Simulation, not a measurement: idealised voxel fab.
Title: Process Module voxel air gaps
The cross-section on display is named cut; it measures 210 nm wide, and its cells are 5 nm squares.
Cross-sections here: square-cell grids, written as top-down lists of bands, a band being one or more rows of cells. Heads up on the band format: heights come first, top then bottom, in nm. After that it's the materials left to right, each with its width in nm. A single material flagged "everywhere" fills the whole band edge to edge, and "empty" means there's empty space there. Heights are reckoned from 0. Under this level, the received wafer is all of one material. The bottommost band is open-ended downward, for example "z 0 and below". It should be noted that a width expressed as "30 to 40" varies in equal increments from row to row of cells within the band, taking the value of the first number at the top row and that of the second number at the bottom row. "nothing different" for a step: no cell of the cross-section changed in that step. For the entry "Voids, enclosed", the listed items are empty spaces with no open way to the top whose size is 8 cells or more; each item follows the pattern width x height at distance, where distance is from the left edge and all three are in nm. What comes after the settings on a step's line is commentary from the simulator itself on that step. On any step carrying a mask, the "overlay nm" setting, if present on the step's line, tells how far right of its planned place the mask lay; negative values point to the left.

# Here's what the planned process steps look like
step 1: RECEIVE | material Si
step 2: CONFORMAL_DEP | material SiO2 | thk nm 15
step 3: CONFORMAL_DEP | material SiCN | thk nm 5
step 4: DIRECTIONAL_DEP | material SiO2 | thk nm 40
step 5: DIRECTIONAL_DEP | material aC | thk nm 15
step 6: PATTERN | tone open | mask id LINES | material resist | width nm 20 | pitch nm 50 | thk nm 35 | overlay nm 0
step 7: DIRECTIONAL_ETCH | etch materials aC | depth nm 15
step 8: STRIP | etch materials resist
step 9: DIRECTIONAL_ETCH | etch materials SiO2 | depth nm 40
step 10: STRIP | etch materials aC
step 11: CONFORMAL_DEP | material TiN | thk nm 5
step 12: FILL_DEP | material Ru | thk nm 10
step 13: CMP | height nm 60
step 14: EPI | material Ru | thk nm 10
step 15: SELECTIVE_ETCH | etch materials SiO2 | depth nm 50
step 16: CONFORMAL_DEP | material SiCN | thk nm 5

# Incoming wafer, cross-sectional view, post step 1
  z 0 and below | Si everywhere
  Voids, enclosed: none

# first wafer at the end, as planned
  z 75 to 70 | 5 empty | 200 SiCN | 5 empty
  z 70 to 60 | 5 empty | 5 SiCN | 40 Ru | 10 SiCN | 40 Ru | 10 SiCN | 40 Ru | 10 SiCN | 40 Ru | 5 SiCN | 5 empty
  z 60 to 55 | 5 empty | 15 SiCN | 5 TiN | 10 Ru | 5 TiN | 30 SiCN | 5 TiN | 10 Ru | 5 TiN | 30 SiCN | 5 TiN | 10 Ru | 5 TiN | 30 SiCN | 5 TiN | 10 Ru | 5 TiN | 15 SiCN | 5 empty
  z 55 to 25 | 15 empty | 5 SiCN | 5 TiN | 10 Ru | 5 TiN | 5 SiCN | 20 empty | 5 SiCN | 5 TiN | 10 Ru | 5 TiN | 5 SiCN | 20 empty | 5 SiCN | 5 TiN | 10 Ru | 5 TiN | 5 SiCN | 20 empty | 5 SiCN | 5 TiN | 10 Ru | 5 TiN | 5 SiCN | 15 empty
  z 25 to 20 | 20 SiCN | 20 TiN | 30 SiCN | 20 TiN | 30 SiCN | 20 TiN | 30 SiCN | 20 TiN | 20 SiCN
  z 20 to 15 | SiCN everywhere
  z 15 to 0 | SiO2 everywhere
  z 0 and below | Si everywhere
  Voids, enclosed: 20 x 30 at 45; 20 x 30 at 95; 20 x 30 at 145

# Cross-sectional image of the second wafer of the two following completion of the module. Starting state and process plan were the same as for the first wafer; one execution error occurred
  z 75 to 70 | 10 empty | 40 SiCN | 10 empty | 40 SiCN | 10 empty | 40 SiCN | 10 empty | 40 SiCN | 10 empty
  z 70 to 60 | 10 empty | 5 SiCN | 30 Ru | 5 SiCN | 10 empty | 5 SiCN | 30 Ru | 5 SiCN | 10 empty | 5 SiCN | 30 Ru | 5 SiCN | 10 empty | 5 SiCN | 30 Ru | 5 SiCN | 10 empty
  z 60 to 55 | 10 empty | 15 SiCN | 10 Ru | 15 SiCN | 10 empty | 15 SiCN | 10 Ru | 15 SiCN | 10 empty | 15 SiCN | 10 Ru | 15 SiCN | 10 empty | 15 SiCN | 10 Ru | 15 SiCN | 10 empty
  z 55 to 25 | 15 empty | 10 SiCN | 10 Ru | 10 SiCN | 20 empty | 10 SiCN | 10 Ru | 10 SiCN | 20 empty | 10 SiCN | 10 Ru | 10 SiCN | 20 empty | 10 SiCN | 10 Ru | 10 SiCN | 15 empty
  z 25 to 15 | SiCN everywhere
  z 15 to 0 | SiO2 everywhere
  z 0 and below | Si everywhere
  Voids, enclosed: none
What broke from the plan during processing? step 11 off recipe, ran as CONFORMAL_DEP | material SiCN | thk nm 5
Final comparison by cell count, materials where the second wafer has more or fewer than the first: -16 Ru; +56 SiCN; -72 TiN
Closed voids, final: 3 / 0 (first wafer / second wafer).
